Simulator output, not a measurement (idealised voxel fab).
The name of this process module is voxel wiring stack.
In the cross-section labelled cut, the width is 275 nm and each square cell is 5 nm.
Heads up, the way a cross-section reads in here is a grid of square cells, handed over as bands from the top down, with every band being one or more rows of cells.
Top, bottom (nm), then materials left to right with widths (nm); lone material tagged "edge to edge" fills the whole band edge to edge; "empty" = empty space.
Counting heights begins at 0, where everything beneath is, in the wafer as received, one material. The lowest band has no bottom; it goes on downwards, as "0 down" shows.
You'd read "30->40" like this: the band's top row of cells is as wide as the first number, its bottom row is as wide as the second, and going down, every row changes width by the same amount as the row before did.
The designation "nothing got changed", where it is given for a processing step, indicates that no cell of the cross-section was altered in the course of that step.
Listed in "Internal closed voids": every empty space of 8 or more cells without an open way to the top. Form: width x height at distance, the distance being from the left edge, all in nm.
Post-settings text on a step line: simulator's own remark regarding the step.
The optional step-line setting "overlay nm" applies to steps with a mask and quantifies how far to the right of its planned location the mask lay, a negative value indicating leftward placement.

The following list gives the planned process steps:
| 1 | RECEIVE, material Si |
| 2 | CONFORMAL_DEP, material SiO2, thk nm 10 |
| 3 | DIRECTIONAL_DEP, material TiN, thk nm 5 |
| 4 | DIRECTIONAL_DEP, material W, thk nm 25 |
| 5 | PATTERN, tone cover, mask id METAL_1, material resist, width nm 20, pitch nm 35, thk nm 15, overlay nm 0 |
| 6 | DIRECTIONAL_ETCH, etch materials W, depth nm 25 |
| 7 | DIRECTIONAL_ETCH, etch materials TiN, depth nm 5 |
| 8 | STRIP, etch materials resist |
| 9 | FILL_DEP, material lowk, thk nm 5 |
| 10 | CMP, height nm 40 |
| 11 | CONFORMAL_DEP, material SiCN, thk nm 5 |
| 12 | DIRECTIONAL_DEP, material SiO2, thk nm 15 |
| 13 | PATTERN, tone open, mask id PLUG_1, material resist, width nm 15, pitch nm 70, thk nm 20, overlay nm 0 |
| 14 | DIRECTIONAL_ETCH, etch materials SiO2, depth nm 15 |
| 15 | DIRECTIONAL_ETCH, etch materials SiCN, depth nm 5 |
| 16 | STRIP, etch materials resist |
| 17 | EPI, material Ru, thk nm 10 |
| 18 | EPI, material Ru, thk nm 10 |
| 19 | DIRECTIONAL_DEP, material TiN, thk nm 5 |
| 20 | DIRECTIONAL_DEP, material W, thk nm 25 |
| 21 | DIRECTIONAL_DEP, material aC, thk nm 15 |
| 22 | PATTERN, tone cover, mask id METAL_2, material resist, width nm 20, pitch nm 35, thk nm 30, overlay nm 0 |
| 23 | DIRECTIONAL_ETCH, etch materials aC, depth nm 15 |
| 24 | STRIP, etch materials resist |
| 25 | DIRECTIONAL_ETCH, etch materials W, depth nm 25 |
| 26 | DIRECTIONAL_ETCH, etch materials TiN, depth nm 5 |
| 27 | STRIP, etch materials aC |
| 28 | FILL_DEP, material lowk, thk nm 5 |
| 29 | CMP, height nm 90 |
| 30 | CONFORMAL_DEP, material SiCN, thk nm 5 |
| 31 | DIRECTIONAL_DEP, material SiO2, thk nm 10 |
| 32 | DIRECTIONAL_DEP, material aC, thk nm 10 |
| 33 | PATTERN, tone open, mask id PLUG_2, material resist, width nm 15, pitch nm 70, thk nm 25, overlay nm 0 |
| 34 | DIRECTIONAL_ETCH, etch materials aC, depth nm 10 |
| 35 | STRIP, etch materials resist |
| 36 | DIRECTIONAL_ETCH, etch materials SiO2, depth nm 10 |
| 37 | DIRECTIONAL_ETCH, etch materials SiCN, depth nm 5 |
| 38 | STRIP, etch materials aC |
| 39 | CONFORMAL_DEP, material TiN, thk nm 5 |
| 40 | FILL_DEP, material Ru, thk nm 5 |
| 41 | CMP, height nm 105 |
| 42 | CONFORMAL_DEP, material SiN, thk nm 5 |
| 43 | DIRECTIONAL_DEP, material SiO2, thk nm 5 |
| 44 | PATTERN, tone open, mask id METAL_3, material resist, width nm 20, pitch nm 35, thk nm 20, overlay nm 0 |
| 45 | DIRECTIONAL_ETCH, etch materials SiO2, depth nm 15 |
| 46 | DIRECTIONAL_ETCH, etch materials SiN, depth nm 5 |
| 47 | STRIP, etch materials resist |
| 48 | CONFORMAL_DEP, material TiN, thk nm 5 |
| 49 | FILL_DEP, material Cu, thk nm 10 |
| 50 | CMP, height nm 125 |
| 51 | EPI, material Ru, thk nm 5 |
| 52 | FILL_DEP, material SiCN, thk nm 5 |
For this document, wafers share an identical start and vary in the step 43 thk nm; the plan quotes the first wafer's value.

The first of several wafers in cross-section, exactly as it reached us after step 1:
    0 down | Si edge to edge
    Internal closed voids: none

Each row below is a wafer at the end of the module, listing for every material the number of cells it has gained (+) or lost (-) since it was received, followed by its closed voids:
thk nm 5, +67 Cu, +83 Ru, +153 SiCN, +43 SiN, +398 SiO2, +105 TiN, +120 W, +516 lowk, Internal closed voids: none
thk nm 10, +18 Cu, +83 Ru, +153 SiCN, +43 SiN, +441 SiO2, +111 TiN, +120 W, +516 lowk, Internal closed voids: none
thk nm 15, +18 Cu, +46 Ru, +190 SiCN, +43 SiN, +484 SiO2, +68 TiN, +120 W, +516 lowk, Internal closed voids: none
thk nm 20, +6 Cu, +46 Ru, +190 SiCN, +55 SiN, +496 SiO2, +56 TiN, +120 W, +516 lowk, Internal closed voids: none
thk nm 25, +46 Ru, +190 SiCN, +55 SiN, +508 SiO2, +50 TiN, +120 W, +516 lowk, Internal closed voids: none
thk nm 30, +28 Ru, +153 SiCN, +55 SiN, +520 SiO2, +38 TiN, +120 W, +516 lowk, Internal closed voids: none
